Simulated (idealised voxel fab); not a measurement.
The following is a process module called voxel released beams.
Cross-section cut: width 165 nm, square cells of 5 nm.
This document writes a cross-section as a grid whose cells are square, and gives it as bands, listed from the top down; one or more rows of cells form a band. It is stipulated that each band's entry specify, in nanometres, the height of the top of the band and then that of its bottom, followed by the materials of the band in left-to-right sequence, each together with its width in nanometres. A single material marked by the word "edge to edge" is understood to fill the band from edge to edge; the word "blank" is understood to denote empty space. Height datum 0, below which the as-received substrate wafer is one material. Lowest band open at the bottom, running downward: "from 0 down". When a width is written as two numbers, as in "30..40", the first number is the width in the top row of cells of the band and the second is the width in its bottom row, and the width changes by the same amount from each row to the next. Any step labelled "changes: none" changed none of the cells in the cross-section. What "Sealed internal voids" gives you is every empty space of 8 cells or more that is cut off from the top. Each appears as width x height at distance, with the distance taken from the left edge and width, height and distance all in nm. Anything after a step's settings on that line? It's the simulator's own note about the step. overlay nm: mask right of planned place by this much (step with mask). Neg. = left.

Planned step list for the process:
1. RECEIVE, material Si
2. CONFORMAL_DEP, material SiN, thk nm 10
3. DIRECTIONAL_DEP, material SiO2, thk nm 20
4. PATTERN, tone open, mask id ANCHOR, material resist, width nm 30, thk nm 20, overlay nm 0
5. DIRECTIONAL_ETCH, etch materials SiO2, depth nm 20
6. STRIP, etch materials resist
7. CONFORMAL_DEP, material TiN, thk nm 10
8. MASKED_ETCH, tone cover, mask id BEAM, width nm 115, etch materials TiN, depth nm 10, overlay nm 0
9. STRIP, etch materials SiO2

First of two wafers - as planned:

Received-state cross-section, reflecting completion of step 1:
* from 0 down | Si edge to edge
* Sealed internal voids: none

Sectional view: wafer, after step 2:
* from 10 to 0 | SiN edge to edge
* Below 0 it's all the same as before, nothing changed down there.

Sectional view: wafer, after step 3:
* from 30 to 10 | SiO2 edge to edge
* Below 10 it's all the same as before, nothing changed down there.

Sectional view: wafer, after step 4:
* from 50 to 30 | 25 of resist; 30 of blank; 110 of resist
* Below 30 it's all the same as before, nothing changed down there.

Sectional view: wafer, after step 5:
* from 50 to 30 | 25 of resist; 30 of blank; 110 of resist
* from 30 to 10 | 25 of SiO2; 30 of blank; 110 of SiO2
* Below 10 it's all the same as before, nothing changed down there.

Sectional view: wafer, after step 6:
* from 30 to 10 | 25 of SiO2; 30 of blank; 110 of SiO2
* Below 10 it's all the same as before, nothing changed down there.

Sectional view: wafer, after step 7:
* from 40 to 30 | 35 of TiN; 10 of blank; 120 of TiN
* from 30 to 20 | 25 of SiO2; 10 of TiN; 10 of blank; 10 of TiN; 110 of SiO2
* from 20 to 10 | 25 of SiO2; 30 of TiN; 110 of SiO2
* Below 10 it's all the same as before, nothing changed down there.

Sectional view: wafer, after step 8:
* from 40 to 30 | 20 of blank; 15 of TiN; 10 of blank; 90 of TiN; 30 of blank
* Below 30 it's all the same as before, nothing changed down there.

Sectional view: wafer, after step 9:
* from 40 to 30 | 20 of blank; 15 of TiN; 10 of blank; 90 of TiN; 30 of blank
* from 30 to 20 | 25 of blank; 10 of TiN; 10 of blank; 10 of TiN; 110 of blank
* from 20 to 10 | 25 of blank; 30 of TiN; 110 of blank
* Below 10 it's all the same as before, nothing changed down there.

Companion wafer, the second of two: same beginning, same intended sequence, one mistake in carrying it out; through step 7 inclusive it tracks the first exactly:

X-section, second wafer, when step 8 was due to finish:
* from 40 to 30 | 25 of blank; 10 of TiN; 10 of blank; 90 of TiN; 30 of blank
* Below 30 it's all the same as before, nothing changed down there.

X-section, second wafer, when step 9 was due to finish:
* from 40 to 30 | 25 of blank; 10 of TiN; 10 of blank; 90 of TiN; 30 of blank
* from 30 to 20 | 25 of blank; 10 of TiN; 10 of blank; 10 of TiN; 110 of blank
* from 20 to 10 | 25 of blank; 30 of TiN; 110 of blank
* Below 10 it's all the same as before, nothing changed down there.
Plan not followed: step 8 was not run as planned; what actually ran was MASKED_ETCH, tone cover, mask id BEAM, width nm 110, etch materials TiN, depth nm 10, overlay nm 0
Materials where the second wafer ends with more or fewer cells than the first: -2 TiN
